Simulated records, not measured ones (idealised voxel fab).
A process module follows: voxel self aligned vias.
This is section cut - it's 220 nm across, gridded in 5 nm square cells.
When this document writes out a cross-section, it uses a grid of square cells and lists it as bands, beginning at the top and moving down, with a band standing for one or more rows of cells. A band entry consists of two parts. The first gives the height of the band's top and the height of its bottom, in nm. The rest lists the band's materials from left to right, each with its width in nm. A single material labelled with the word "edge to edge" fills the band from edge to edge, and the word "blank" marks empty space. For the purposes of this specification, 0 denotes the height below which the wafer in its as-received condition is composed wholly of one material, and the lowermost band, lacking a lower limit, extends downward without end, as expressed in "0 and below". The two numbers in a width such as "30..40" mark its ends across the band: the first belongs to the top row of cells, the second to the bottom row, and from each row to the next the width moves by the same amount. Given "remained unchanged" for a step, no cell of the cross-section differs between before and after that step. Each empty space that has no open way to the top and spans at least 8 cells appears under "Internal closed voids" as width x height at distance, the distance counted from the left edge, all in nm. If you see something after the settings on a step's line, that's the simulator's own remark about that step. Steps that use a mask can have "overlay nm" on their line. It says how far the mask sat to the right of where it was meant to be. Negative means to the left.
LIST OF PLANNED PROCESS STEPS
| 1 | RECEIVE, material Si |
| 2 | CONFORMAL_DEP, material SiO2, thk nm 10 |
| 3 | CONFORMAL_DEP, material SiCN, thk nm 5 |
| 4 | DIRECTIONAL_DEP, material lowk, thk nm 20 |
| 5 | PATTERN, tone open, mask id LINES, material resist, width nm 25, pitch nm 70, thk nm 20, overlay nm 0 |
| 6 | DIRECTIONAL_ETCH, etch materials lowk, depth nm 20 |
| 7 | STRIP, etch materials resist |
| 8 | CONFORMAL_DEP, material TiN, thk nm 5 |
| 9 | FILL_DEP, material Ru, thk nm 5 |
| 10 | CMP, height nm 35 |
| 11 | SELECTIVE_ETCH, etch materials W Ru TiN, depth nm 10 |
| 12 | FILL_DEP, material SiN, thk nm 5 |
| 13 | CMP, height nm 35 |
| 14 | DIRECTIONAL_DEP, material lowk, thk nm 20 |
| 15 | DIRECTIONAL_DEP, material aC, thk nm 10 |
| 16 | PATTERN, tone open, mask id VIAS, material resist, width nm 45, pitch nm 70, thk nm 25, overlay nm 0 |
| 17 | DIRECTIONAL_ETCH, etch materials aC, depth nm 10 |
| 18 | STRIP, etch materials resist |
| 19 | DIRECTIONAL_ETCH, etch materials lowk, depth nm 20 |
| 20 | DIRECTIONAL_ETCH, etch materials SiN, depth nm 10 |
| 21 | STRIP, etch materials aC |
| 22 | CONFORMAL_DEP, material TiN, thk nm 5 |
| 23 | FILL_DEP, material Ru, thk nm 10 |
| 24 | CMP, height nm 55 |
| 25 | CONFORMAL_DEP, material SiCN, thk nm 5 |
THIS IS THE CROSS-SECTION OF THE WAFER AS WE RECEIVED IT, I.E. AFTER STEP 1
0 and below  Si edge to edge
Internal closed voids: none
END-OF-MODULE CROSS-SECTION OF THE FIRST OF TWO WAFERS, PROCESSED AS PLANNED
60 down to 55  SiCN edge to edge
55 down to 40  50 of lowk, 5 of TiN, 35 of Ru, 5 of TiN, 25 of lowk, 5 of TiN, 35 of Ru, 5 of TiN, 55 of lowk
40 down to 30  50..60 of lowk, 15..5 of TiN, 15 of Ru, 15..5 of TiN, 25..45 of lowk, 15..5 of TiN, 15 of Ru, 15..5 of TiN, 55..65 of lowk
30 down to 25  60 of lowk, 25 of TiN, 45 of lowk, 25 of TiN, 65 of lowk
25 down to 20  60 of lowk, 5 of TiN, 15 of Ru, 5 of TiN, 45 of lowk, 5 of TiN, 15 of Ru, 5 of TiN, 65 of lowk
20 down to 15  60 of lowk, 25 of TiN, 45 of lowk, 25 of TiN, 65 of lowk
15 down to 10  SiCN edge to edge
10 down to 0  SiO2 edge to edge
0 and below  Si edge to edge
Internal closed voids: none
HERE IS THE SECOND OF THE TWO WAFERS CUT OPEN AT THE END OF THE MODULE - SAME START, SAME PLAN AS THE FIRST ONE, BUT WE MADE ONE MISTAKE RUNNING IT
60 down to 55  SiCN edge to edge
55 down to 40  45 of lowk, 5 of TiN, 35 of Ru, 5 of TiN, 25 of lowk, 5 of TiN, 35 of Ru, 5 of TiN, 60 of lowk
40 down to 30  45..60 of lowk, 20..5 of TiN, 15 of Ru, 10..5 of TiN, 25..45 of lowk, 20..5 of TiN, 15 of Ru, 10..5 of TiN, 60..65 of lowk
30 down to 25  60 of lowk, 25 of TiN, 45 of lowk, 25 of TiN, 65 of lowk
25 down to 20  60 of lowk, 5 of TiN, 15 of Ru, 5 of TiN, 45 of lowk, 5 of TiN, 15 of Ru, 5 of TiN, 65 of lowk
20 down to 15  60 of lowk, 25 of TiN, 45 of lowk, 25 of TiN, 65 of lowk
15 down to 10  SiCN edge to edge
10 down to 0  SiO2 edge to edge
0 and below  Si edge to edge
Internal closed voids: none
Which mistake was made when the wafer was run? step 16 ran as: PATTERN, tone open, mask id VIAS, material resist, width nm 45, pitch nm 70, thk nm 25, overlay nm -5
at the end the second wafer has, in cells: as many of each material as the first, in other places
